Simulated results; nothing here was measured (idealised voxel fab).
process module | voxel quadruple lines
cross-section cut | 260 nm wide | cells 5 nm
A cross-section is a grid of square cells, given in bands from the top down. A band is one or more rows of cells.
Each band's line starts with the height of the band's top and of its bottom, in nm. Then come its materials from left to right, each with its width in nm. One material with "throughout" fills the band from edge to edge. "air" is empty space.
Height 0 is the level under which the wafer as received is all one material. The lowest band goes on downwards, as in "0 down".
A width such as "30 to 40" changes by the same amount from each row of cells to the next, from the band's top row to its bottom row.
"no change" after a step means that no cell of the cross-section changed.
closed voids: empty space of 8 cells or more with no open way to the top, each as width x height at its distance from the left edge, in nm
after a step's settings: what the simulator itself notes on the step
overlay nm, on a step with a mask: how far to the right of its planned place the mask lay; to the left if negative
plan
1 op RECEIVE | material Si
2 op CONFORMAL_DEP | material Al2O3 | thk nm 5
3 op DIRECTIONAL_DEP | material Ru | thk nm 10
4 op DIRECTIONAL_DEP | material polySi | thk nm 15
5 op DIRECTIONAL_DEP | material aC | thk nm 25
6 op PATTERN | tone cover | mask id MANDREL | material resist | width nm 30 | pitch nm 80 | thk nm 35 | overlay nm 0
7 op DIRECTIONAL_ETCH | etch materials aC | depth nm 25
8 op STRIP | etch materials resist
9 op CONFORMAL_DEP | material SiO2 | thk nm 10
10 op DIRECTIONAL_ETCH | etch materials SiO2 | depth nm 10
11 op STRIP | etch materials aC
12 op DIRECTIONAL_ETCH | etch materials polySi | depth nm 15
13 op STRIP | etch materials SiO2
14 op CONFORMAL_DEP | material SiCN | thk nm 10
15 op DIRECTIONAL_ETCH | etch materials SiCN | depth nm 10
16 op STRIP | etch materials polySi
17 op DIRECTIONAL_ETCH | etch materials Ru | depth nm 10
18 op STRIP | etch materials SiCN
first wafer, as planned
as received, after step 1
  0 down: Si throughout
  closed voids: none
after step 2
  5 to 0: Al2O3 throughout
  below 0: unchanged
after step 3
  15 to 5: Ru throughout
  below 5: unchanged
after step 4
  30 to 15: polySi throughout
  below 15: unchanged
after step 5
  55 to 30: aC throughout
  below 30: unchanged
after step 6
  90 to 55: air 75 | resist 30 | air 50 | resist 30 | air 75
  below 55: unchanged
after step 7
  65 to 55: air 75 | resist 30 | air 50 | resist 30 | air 75
  55 to 30: air 75 | aC 30 | air 50 | aC 30 | air 75
  below 30: unchanged
after step 8
  55 to 30: air 75 | aC 30 | air 50 | aC 30 | air 75
  below 30: unchanged
after step 9
  65 to 55: air 65 | SiO2 50 | air 30 | SiO2 50 | air 65
  55 to 40: air 65 | SiO2 10 | aC 30 | SiO2 10 | air 30 | SiO2 10 | aC 30 | SiO2 10 | air 65
  40 to 30: SiO2 75 | aC 30 | SiO2 50 | aC 30 | SiO2 75
  below 30: unchanged
after step 10
  55 to 30: air 65 | SiO2 10 | aC 30 | SiO2 10 | air 30 | SiO2 10 | aC 30 | SiO2 10 | air 65
  below 30: unchanged
after step 11
  55 to 30: air 65 | SiO2 10 | air 30 | SiO2 10 | air 30 | SiO2 10 | air 30 | SiO2 10 | air 65
  below 30: unchanged
after step 12
  55 to 30: air 65 | SiO2 10 | air 30 | SiO2 10 | air 30 | SiO2 10 | air 30 | SiO2 10 | air 65
  30 to 15: air 65 | polySi 10 | air 30 | polySi 10 | air 30 | polySi 10 | air 30 | polySi 10 | air 65
  below 15: unchanged
after step 13
  30 to 15: air 65 | polySi 10 | air 30 | polySi 10 | air 30 | polySi 10 | air 30 | polySi 10 | air 65
  below 15: unchanged
after step 14
  40 to 30: air 55 | SiCN 30 | air 10 | SiCN 30 | air 10 | SiCN 30 | air 10 | SiCN 30 | air 55
  30 to 25: air 55 | SiCN 10 | polySi 10 | SiCN 10 | air 10 | SiCN 10 | polySi 10 | SiCN 10 | air 10 | SiCN 10 | polySi 10 | SiCN 10 | air 10 | SiCN 10 | polySi 10 | SiCN 10 | air 55
  25 to 15: SiCN 65 | polySi 10 | SiCN 30 | polySi 10 | SiCN 30 | polySi 10 | SiCN 30 | polySi 10 | SiCN 65
  below 15: unchanged
after step 15
  30 to 15: air 55 | SiCN 10 | polySi 10 | SiCN 10 | air 10 | SiCN 10 | polySi 10 | SiCN 10 | air 10 | SiCN 10 | polySi 10 | SiCN 10 | air 10 | SiCN 10 | polySi 10 | SiCN 10 | air 55
  below 15: unchanged
after step 16
  30 to 15: air 55 | SiCN 10 | air 10 | SiCN 10 | air 10 | SiCN 10 | air 10 | SiCN 10 | air 10 | SiCN 10 | air 10 | SiCN 10 | air 10 | SiCN 10 | air 10 | SiCN 10 | air 55
  below 15: unchanged
after step 17
  30 to 15: air 55 | SiCN 10 | air 10 | SiCN 10 | air 10 | SiCN 10 | air 10 | SiCN 10 | air 10 | SiCN 10 | air 10 | SiCN 10 | air 10 | SiCN 10 | air 10 | SiCN 10 | air 55
  15 to 5: air 55 | Ru 10 | air 10 | Ru 10 | air 10 | Ru 10 | air 10 | Ru 10 | air 10 | Ru 10 | air 10 | Ru 10 | air 10 | Ru 10 | air 10 | Ru 10 | air 55
  below 5: unchanged
after step 18
  15 to 5: air 55 | Ru 10 | air 10 | Ru 10 | air 10 | Ru 10 | air 10 | Ru 10 | air 10 | Ru 10 | air 10 | Ru 10 | air 10 | Ru 10 | air 10 | Ru 10 | air 55
  below 5: unchanged
second wafer: like start, like plan, one mistake. Through step 4 it matches the first wafer
when step 5 should have ended
  55 to 30: Ru throughout
  below 30: unchanged
when step 6 should have ended
  90 to 55: air 75 | resist 30 | air 50 | resist 30 | air 75
  below 55: unchanged
when step 7 should have ended
  65 to 55: air 75 | resist 30 | air 50 | resist 30 | air 75
  below 55: unchanged
when step 8 should have ended
  55 to 30: Ru throughout
  below 30: unchanged
when step 9 should have ended
  65 to 55: SiO2 throughout
  below 55: unchanged
when step 10 should have ended
  55 to 30: Ru throughout
  below 30: unchanged
when step 11 should have ended: no change
when step 12 should have ended: no change
when step 13 should have ended: no change
when step 14 should have ended
  65 to 55: SiCN throughout
  below 55: unchanged
when step 15 should have ended
  55 to 30: Ru throughout
  below 30: unchanged
when step 16 should have ended: no change
when step 17 should have ended
  45 to 30: Ru throughout
  below 30: unchanged
when step 18 should have ended: no change
what went wrong: step 5 ran as: op DIRECTIONAL_DEP | material Ru | thk nm 25
at the end the second wafer has, in cells: 228 more of Ru | 156 more of polySi
